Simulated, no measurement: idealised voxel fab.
process module | voxel trench capacitor
cross-section cut | 275 nm wide | cells 5 nm
A cross-section is a grid of square cells, given in bands from the top down. A band is one or more rows of cells.
Each band's line starts with the height of the band's top and of its bottom, in nm. Then come its materials from left to right, each with its width in nm. One material with "throughout" fills the band from edge to edge. "air" is empty space.
Height 0 is the level under which the wafer as received is all one material. The lowest band goes on downwards, as in "0 down".
A width such as "30 to 40" changes by the same amount from each row of cells to the next, from the band's top row to its bottom row.
"no change" after a step means that no cell of the cross-section changed.
closed voids: empty space of 8 cells or more with no open way to the top, each as width x height at its distance from the left edge, in nm
after a step's settings: what the simulator itself notes on the step
overlay nm, on a step with a mask: how far to the right of its planned place the mask lay; to the left if negative
plan
1 op RECEIVE | material Si
2 op CONFORMAL_DEP | material SiN | thk nm 10
3 op PATTERN | tone open | mask id TRENCH | material resist | width nm 20 | pitch nm 50 | thk nm 15 | overlay nm 0
4 op DIRECTIONAL_ETCH | etch materials SiN | depth nm 10
5 op DIRECTIONAL_ETCH | etch materials Si | depth nm 30
6 op STRIP | etch materials resist
7 op CONFORMAL_DEP | material Al2O3 | thk nm 5
8 op FILL_DEP | material polySi | thk nm 10
9 op CMP | height nm 10
first wafer, as planned
as received, after step 1
  0 down: Si throughout
  closed voids: none
after step 2
  10 to 0: SiN throughout
  below 0: unchanged
after step 3
  25 to 10: resist 100 | air 20 | resist 30 | air 20 | resist 105
  below 10: unchanged
after step 4
  25 to 10: resist 100 | air 20 | resist 30 | air 20 | resist 105
  10 to 0: SiN 100 | air 20 | SiN 30 | air 20 | SiN 105
  below 0: unchanged
after step 5
  25 to 10: resist 100 | air 20 | resist 30 | air 20 | resist 105
  10 to 0: SiN 100 | air 20 | SiN 30 | air 20 | SiN 105
  0 to -30: Si 100 | air 20 | Si 30 | air 20 | Si 105
  below -30: unchanged
after step 6
  10 to 0: SiN 100 | air 20 | SiN 30 | air 20 | SiN 105
  below 0: unchanged
after step 7
  15 to 10: Al2O3 105 | air 10 | Al2O3 40 | air 10 | Al2O3 110
  10 to 0: SiN 100 | Al2O3 5 | air 10 | Al2O3 5 | SiN 30 | Al2O3 5 | air 10 | Al2O3 5 | SiN 105
  0 to -25: Si 100 | Al2O3 5 | air 10 | Al2O3 5 | Si 30 | Al2O3 5 | air 10 | Al2O3 5 | Si 105
  -25 to -30: Si 100 | Al2O3 20 | Si 30 | Al2O3 20 | Si 105
  below -30: unchanged
after step 8
  25 to 15: polySi throughout
  15 to 10: Al2O3 105 | polySi 10 | Al2O3 40 | polySi 10 | Al2O3 110
  10 to 0: SiN 100 | Al2O3 5 | polySi 10 | Al2O3 5 | SiN 30 | Al2O3 5 | polySi 10 | Al2O3 5 | SiN 105
  0 to -25: Si 100 | Al2O3 5 | polySi 10 | Al2O3 5 | Si 30 | Al2O3 5 | polySi 10 | Al2O3 5 | Si 105
  below -25: unchanged
after step 9
  10 to 0: SiN 100 | Al2O3 5 | polySi 10 | Al2O3 5 | SiN 30 | Al2O3 5 | polySi 10 | Al2O3 5 | SiN 105
  below 0: unchanged
second wafer: like start, like plan, one mistake. Through step 2 it matches the first wafer
when step 3 should have ended
  25 to 10: resist 105 | air 15 | resist 35 | air 15 | resist 105
  below 10: unchanged
when step 4 should have ended
  25 to 10: resist 105 | air 15 | resist 35 | air 15 | resist 105
  10 to 0: SiN 105 | air 15 | SiN 35 | air 15 | SiN 105
  below 0: unchanged
when step 5 should have ended
  25 to 10: resist 105 | air 15 | resist 35 | air 15 | resist 105
  10 to 0: SiN 105 | air 15 | SiN 35 | air 15 | SiN 105
  0 to -30: Si 105 | air 15 | Si 35 | air 15 | Si 105
  below -30: unchanged
when step 6 should have ended
  10 to 0: SiN 105 | air 15 | SiN 35 | air 15 | SiN 105
  below 0: unchanged
when step 7 should have ended
  15 to 10: Al2O3 110 | air 5 | Al2O3 45 | air 5 | Al2O3 110
  10 to 0: SiN 105 | Al2O3 5 | air 5 | Al2O3 5 | SiN 35 | Al2O3 5 | air 5 | Al2O3 5 | SiN 105
  0 to -25: Si 105 | Al2O3 5 | air 5 | Al2O3 5 | Si 35 | Al2O3 5 | air 5 | Al2O3 5 | Si 105
  -25 to -30: Si 105 | Al2O3 15 | Si 35 | Al2O3 15 | Si 105
  below -30: unchanged
when step 8 should have ended
  25 to 15: polySi throughout
  15 to 10: Al2O3 110 | polySi 5 | Al2O3 45 | polySi 5 | Al2O3 110
  10 to 0: SiN 105 | Al2O3 5 | polySi 5 | Al2O3 5 | SiN 35 | Al2O3 5 | polySi 5 | Al2O3 5 | SiN 105
  0 to -25: Si 105 | Al2O3 5 | polySi 5 | Al2O3 5 | Si 35 | Al2O3 5 | polySi 5 | Al2O3 5 | Si 105
  below -25: unchanged
when step 9 should have ended
  10 to 0: SiN 105 | Al2O3 5 | polySi 5 | Al2O3 5 | SiN 35 | Al2O3 5 | polySi 5 | Al2O3 5 | SiN 105
  below 0: unchanged
what went wrong: step 3 ran as: op PATTERN | tone open | mask id TRENCH | material resist | width nm 15 | pitch nm 50 | thk nm 15 | overlay nm 0
at the end the second wafer has, in cells: 2 fewer of Al2O3 | 12 more of Si | 4 more of SiN | 14 fewer of polySi
